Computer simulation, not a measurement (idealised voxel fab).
Process module heading - voxel lift off
Displayed cross-section: cut, width of 285 nm, square cells sized 5 nm.
Reading order for cross-sections: top band down to bottom band. Underlying form: a grid of square cells. Band size: one or more rows of cells.
Quick guide to a band line: top height, bottom height (nm) up front; then every material left to right with its width in nm. Only one material and it's marked "full width"? Then it fills the band edge to edge. And "empty" just means empty space.
Heights are measured from 0, the level below which the as-received wafer is all one material; the lowest band has no bottom and continues downward, written as in "from 0 down".
The two numbers in a width such as "30 to 40" mark its ends across the band: the first belongs to the top row of cells, the second to the bottom row, and from each row to the next the width moves by the same amount.
Reading "no modifications" for a step: not a cell of the cross-section changed in it.
In "Voids lacking openings" the enclosed voids are listed, meaning empty spaces of 8 cells or larger without any opening to the top. The form is width x height at distance, distance from the left edge, units nm.
Post-settings text on a step line: simulator's own remark regarding the step.
overlay nm: for a step with a mask, the amount by which the mask lay right of where it was planned; a negative amount means left of it.
### Steps planned for the process
1,op RECEIVE | material Si
2,op CONFORMAL_DEP | material SiO2 | thk nm 15
3,op PATTERN | tone open | mask id LINES | material resist | width nm 15 | pitch nm 40 | thk nm 15 | overlay nm -15
4,op DIRECTIONAL_DEP | material Ru | thk nm 5
5,op STRIP | etch materials resist
6,op CONFORMAL_DEP | material SiCN | thk nm 10
Where the wafers of this document differ is in the overlay nm of step 3; they start out the same, and the plan states the value that applied to the first wafer.
### As received, i.e. after step 1: cross-section through the first of several wafers
- from 0 down  Si full width
- Voids lacking openings: none
### First of several wafers in cross-section at module end, following the final step, step 6
- from 30 to 25  50 nm empty; 35 nm SiCN; 5 nm empty; 35 nm SiCN; 5 nm empty; 35 nm SiCN; 5 nm empty; 35 nm SiCN; 80 nm empty
- from 25 to 20  SiCN full width
- from 20 to 15  60 nm SiCN; 15 nm Ru; 25 nm SiCN; 15 nm Ru; 25 nm SiCN; 15 nm Ru; 25 nm SiCN; 15 nm Ru; 90 nm SiCN
- from 15 to 0  SiO2 full width
- from 0 down  Si full width
- Voids lacking openings: none
### Wafer cross-section (last wafer, module end)
- from 30 to 25  80 nm empty; 35 nm SiCN; 5 nm empty; 35 nm SiCN; 5 nm empty; 35 nm SiCN; 5 nm empty; 35 nm SiCN; 50 nm empty
- from 25 to 20  SiCN full width
- from 20 to 15  90 nm SiCN; 15 nm Ru; 25 nm SiCN; 15 nm Ru; 25 nm SiCN; 15 nm Ru; 25 nm SiCN; 15 nm Ru; 60 nm SiCN
- from 15 to 0  SiO2 full width
- from 0 down  Si full width
- Voids lacking openings: none
### Heads up, this table goes wafer by wafer. A row tells you, at the end of the module, how many cells of each material that wafer has put on (+) or dropped (-) since it was received, and then its closed voids
overlay nm -15 | +12 Ru | +130 SiCN | +171 SiO2 | Voids lacking openings: none
overlay nm -10 | +12 Ru | +130 SiCN | +171 SiO2 | Voids lacking openings: none
overlay nm -5 | +12 Ru | +130 SiCN | +171 SiO2 | Voids lacking openings: none
overlay nm 0 | +12 Ru | +130 SiCN | +171 SiO2 | Voids lacking openings: none
overlay nm 5 | +12 Ru | +130 SiCN | +171 SiO2 | Voids lacking openings: none
overlay nm 10 | +12 Ru | +130 SiCN | +171 SiO2 | Voids lacking openings: none
overlay nm 15 | +12 Ru | +130 SiCN | +171 SiO2 | Voids lacking openings: none
